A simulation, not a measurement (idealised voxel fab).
This is a process module. Its name is voxel trench capacitor.
This is section cut - it's 245 nm across, gridded in 5 nm square cells.
How to read a cross-section here: the picture is a grid of square cells, written as bands going from the top down, and any band can span one or more rows of cells. Heads up on the band format: heights come first, top then bottom, in nm. After that it's the materials left to right, each with its width in nm. A single material flagged "all across" fills the whole band edge to edge, and "blank" means there's empty space there. Height is counted from the level 0, under which the received wafer is composed throughout of one material. The lowest of the bands is not closed at the bottom but continues downward, in the notation "from 0 down". You'd read "30->40" like this: the band's top row of cells is as wide as the first number, its bottom row is as wide as the second, and going down, every row changes width by the same amount as the row before did. Basically "no change occurred" means that step didn't change any cell in the cross-section. Any empty space of 8 cells or more lacking an open way to the top shows up in "Enclosed internal voids" as width x height at distance, distance from the left edge, in nm. That trailing text on a step's line, after the settings, is the simulator's own remark on the step. When a step includes a mask, the "overlay nm" setting on its line states how far to the right of its planned place that mask lay, and negative values state how far to the left.

Process steps (planned):
1) RECEIVE | material Si
2) CONFORMAL_DEP | material SiN | thk nm 10
3) MASKED_ETCH | tone open | mask id TRENCH | width nm 20 | pitch nm 40 | etch materials SiN | depth nm 10 | overlay nm 0
4) MASKED_ETCH | tone open | mask id TRENCH | width nm 20 | pitch nm 40 | etch materials Si | depth nm 30 | overlay nm 0
5) CONFORMAL_DEP | material SiO2 | thk nm 5
6) FILL_DEP | material polySi | thk nm 10
7) CMP | height nm 10

Wafer as received: cross-section following step 1:
    from 0 down: Si all across
    Enclosed internal voids: none

End-of-module cross-section. Starting structure and process plan as above; one mistake made in running it:
    from 10 to 5: polySi 85 nm, SiO2 5 nm, SiN 20 nm, SiO2 5 nm, polySi 10 nm, SiO2 5 nm, SiN 20 nm, SiO2 5 nm, polySi 90 nm
    from 5 to 0: SiO2 90 nm, SiN 20 nm, SiO2 20 nm, SiN 20 nm, SiO2 95 nm
    from 0 down: Si all across
    Enclosed internal voids: none
Which mistake was made when the wafer was run? step 3 was run on a setting that differed from the plan, and what really ran there is MASKED_ETCH | tone cover | mask id TRENCH | width nm 20 | pitch nm 40 | etch materials SiN | depth nm 10 | overlay nm 0
